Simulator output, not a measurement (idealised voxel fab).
voxel capacitor over wiring: a process module
Cross-section cut: width 240 nm, square cells of 5 nm.
In what follows, cross-sections appear as grids of square cells, described through bands that run from the top down, where every band is one or more rows of cells.
Read a band's entry like this: the first values are the height of its top and the height of its bottom in nm, and what follows is the sequence of materials from left to right, each with its width in nm. Note that "empty" is empty space, and that a single material marked "full width" reaches across the band from edge to edge.
Heads up on the height convention: 0 is the point under which the incoming wafer is all one material, and the lowest band has no bottom, it just keeps going down, like "0 and below".
Quick explanation for "30->40": the width changes in equal steps down the rows of cells, from the first number in the band's top row to the second number in its bottom row.
"remained the same" after a step means that no cell of the cross-section changed.
Each empty space that has no open way to the top and spans at least 8 cells appears under "Sealed cavities" as width x height at distance, the distance counted from the left edge, all in nm.
On each step's line, the part that comes after the settings is the simulator's own comment on the step.
On any step carrying a mask, the "overlay nm" setting, if present on the step's line, tells how far right of its planned place the mask lay; negative values point to the left.

-- The planned process steps are enumerated hereunder
step 1: op RECEIVE | material Si
step 2: op CONFORMAL_DEP | material SiO2 | thk nm 10
step 3: op CONFORMAL_DEP | material SiN | thk nm 5
step 4: op DIRECTIONAL_DEP | material lowk | thk nm 25
step 5: op MASKED_ETCH | tone open | mask id METAL_1 | width nm 20 | pitch nm 80 | etch materials lowk | depth nm 25 | overlay nm 0
step 6: op MASKED_ETCH | tone open | mask id METAL_1 | width nm 20 | pitch nm 80 | etch materials SiN | depth nm 5 | overlay nm 0
step 7: op CONFORMAL_DEP | material TiN | thk nm 5
step 8: op FILL_DEP | material Cu | thk nm 5
step 9: op CMP | height nm 40
step 10: op EPI | material Ru | thk nm 5
step 11: op FILL_DEP | material SiCN | thk nm 5
step 12: op DIRECTIONAL_DEP | material SiO2 | thk nm 10
step 13: op PATTERN | tone open | mask id PLUG_1 | material resist | width nm 15 | thk nm 15 | overlay nm 0
step 14: op DIRECTIONAL_ETCH | etch materials SiO2 | depth nm 10
step 15: op DIRECTIONAL_ETCH | etch materials SiCN | depth nm 5
step 16: op STRIP | etch materials resist
step 17: op CONFORMAL_DEP | material TiN | thk nm 5
step 18: op FILL_DEP | material Ru | thk nm 5
step 19: op CMP | height nm 60
step 20: op DIRECTIONAL_DEP | material TiN | thk nm 5
step 21: op DIRECTIONAL_DEP | material HfO2 | thk nm 5
step 22: op DIRECTIONAL_DEP | material TiN | thk nm 10
step 23: op MASKED_ETCH | tone cover | mask id UPPER_PLATE | width nm 65 | etch materials TiN | depth nm 10 | overlay nm 0
step 24: op MASKED_ETCH | tone cover | mask id UPPER_PLATE | width nm 65 | etch materials HfO2 | depth nm 5 | overlay nm 0
step 25: op MASKED_ETCH | tone cover | mask id LOWER_PLATE | width nm 75 | etch materials TiN | depth nm 5 | overlay nm 0
step 26: op FILL_DEP | material SiO2 | thk nm 20
step 27: op CMP | height nm 95
step 28: op PATTERN | tone open | mask id PLUG_2 | material resist | width nm 15 | thk nm 20 | overlay nm 0
step 29: op DIRECTIONAL_ETCH | etch materials SiO2 | depth nm 15
step 30: op STRIP | etch materials resist
step 31: op CONFORMAL_DEP | material TiN | thk nm 5
step 32: op FILL_DEP | material Cu | thk nm 5
step 33: op CMP | height nm 95
step 34: op CONFORMAL_DEP | material SiCN | thk nm 5
Among the wafers covered here, the point of difference is the thk nm at step 34; their starting state is shared, and the plan presents the value of the first wafer.

-- As-received state after step 1, first of several wafers, cross-section
  0 and below  Si full width
  Sealed cavities: none

-- Here is how to read the rows: every wafer has a row, and it shows the wafer at the end of the module, giving for each material how many cells were gained (+) or lost (-) since the wafer was received, then listing its closed voids
thk nm 5, +22 Cu, +13 HfO2, +14 Ru, +129 SiCN, +40 SiN, +459 SiO2, +83 TiN, +200 lowk, Sealed cavities: none
thk nm 10, +22 Cu, +13 HfO2, +14 Ru, +177 SiCN, +40 SiN, +459 SiO2, +83 TiN, +200 lowk, Sealed cavities: none
thk nm 15, +22 Cu, +13 HfO2, +14 Ru, +225 SiCN, +40 SiN, +459 SiO2, +83 TiN, +200 lowk, Sealed cavities: none
thk nm 20, +22 Cu, +13 HfO2, +14 Ru, +273 SiCN, +40 SiN, +459 SiO2, +83 TiN, +200 lowk, Sealed cavities: none
